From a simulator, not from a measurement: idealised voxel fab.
The process module presented herein is designated voxel ribs on slabs.
For reference, the cross-section in this document is cut, with width 260 nm and square cells of 5 nm.
We lay out every cross-section as a grid of square cells and spell it out in bands from the top down, where one band means one or more rows of cells.
Heads up on the band format: heights come first, top then bottom, in nm. After that it's the materials left to right, each with its width in nm. A single material flagged "edge to edge" fills the whole band edge to edge, and "blank" means there's empty space there.
Below 0: as-received wafer, all one material; heights counted from there. Lowest band: no bottom, goes on down, written "z 0 and below".
Think of "30..40" as a width that walks from the first number to the second as you go down the band, top row to bottom row, taking equal-sized steps from row to row.
A step reported as "remains unaltered" is a step in which no cell of the cross-section changed.
Empty spaces counting at least 8 cells and having no open way to the top are listed in "Enclosed void listing". The notation width x height at distance is used for each, the distance being from the left edge and all three values in nm.
It should be noted that, on the line of a given step, the content following the step's settings is a remark produced by the simulator itself with respect to that step.
A step line may carry the setting "overlay nm", which, for steps involving a mask, states the distance by which the mask lay to the right of its intended position; negative values denote displacement to the left.
[Planned process steps]
1. RECEIVE,material Si
2. DIRECTIONAL_DEP,material SiO2,thk nm 30
3. DIRECTIONAL_DEP,material SiN,thk nm 15
4. PATTERN,tone cover,mask id RIB,material resist,width nm 20,thk nm 15,overlay nm 0
5. DIRECTIONAL_ETCH,etch materials SiN,depth nm 10
6. STRIP,etch materials resist
7. PATTERN,tone cover,mask id SLAB,material resist,width nm 50,thk nm 20,overlay nm 0
8. DIRECTIONAL_ETCH,etch materials SiN,depth nm 5
9. STRIP,etch materials resist
10. FILL_DEP,material SiO2,thk nm 20
11. CMP,height nm 60
12. DIRECTIONAL_DEP,material W,thk nm 5
13. PATTERN,tone cover,mask id HEATER,material resist,width nm 30,thk nm 20,overlay nm 0
14. DIRECTIONAL_ETCH,etch materials W,depth nm 5
15. STRIP,etch materials resist
16. CONFORMAL_DEP,material SiN,thk nm 10
[Incoming wafer in cross-section (state: after step 1)]
> z 0 and below  Si edge to edge
> Enclosed void listing: none
[Cross-section at module end, one run error; start and plan unchanged from above]
> z 75 to 70  blank (105); SiN (50); blank (105)
> z 70 to 65  SiN edge to edge
> z 65 to 60  SiN (115); W (30); SiN (115)
> z 60 to 15  SiO2 edge to edge
> z 15 to 0  SiN edge to edge
> z 0 and below  Si edge to edge
> Enclosed void listing: none
What went wrong in running the wafer? transposition of steps 2 and 3 relative to the planned sequence
